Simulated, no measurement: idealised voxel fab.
The process module presented herein is designated voxel local oxidation.
The cross-section shown here is cut; it is 175 nm wide and divided into square cells measuring 5 nm on a side.
When this document writes out a cross-section, it uses a grid of square cells and lists it as bands, beginning at the top and moving down, with a band standing for one or more rows of cells.
Basically the band line says how high the top is and how high the bottom is, in nm, and then what's in it from left to right, every material with its width in nm. Empty space shows up as "air", and if a single material carries "everywhere" it runs the full band edge to edge.
Height 0 is the level under which the wafer as received is all one material. The lowest band goes on downwards, as in "0 and below".
A two-number width, for instance "30->40", indicates that the width is equal to the first number in the top row of the band and to the second number in the bottom row, and that it changes by a constant amount per row of cells.
"same as before" (step): cross-section cells unchanged, all of them.
The label "Encapsulated voids" introduces a list of the empty spaces, 8 cells or larger, that have no open way up to the top; each entry in it reads width x height at distance, where the distance is taken from the left edge and all three are stated in nm.
Formally, on a step line, whatever follows the settings is a remark that the simulator itself makes on the step.
A step's line can hold "overlay nm"; with a mask on that step, the setting says how far right of the planned place the mask lay, while a negative setting says it lay to the left.

So here's the lineup of process steps we planned:
1 op RECEIVE | material Si
2 op OXIDIZE | depth nm 5
3 op CONFORMAL_DEP | material SiN | thk nm 15
4 op PATTERN | tone cover | mask id ACTIVE | material resist | width nm 105 | thk nm 15 | overlay nm 0
5 op DIRECTIONAL_ETCH | etch materials SiN | depth nm 15
6 op STRIP | etch materials resist
7 op SELECTIVE_ETCH | etch materials SiO2 | depth nm 5
8 op OXIDIZE | depth nm 10
9 op STRIP | etch materials SiN

This is the cross-section of the wafer as we received it, i.e. after step 1:
  0 and below: Si everywhere
  Encapsulated voids: none

Here's the wafer cut in cross-section after the module, started and planned just like above, except one thing was done wrong in the run:
  15 down to 0: 35 nm air / 105 nm SiN / 35 nm air
  0 down to -5: 40 nm air / 95 nm SiO2 / 40 nm air
  -5 down to -15: 50 nm SiO2 / 75 nm Si / 50 nm SiO2
  -15 and below: Si everywhere
  Encapsulated voids: none
In executing the process, a mistake was made relative to the plan: step 9 of the plan got skipped, so it never ran
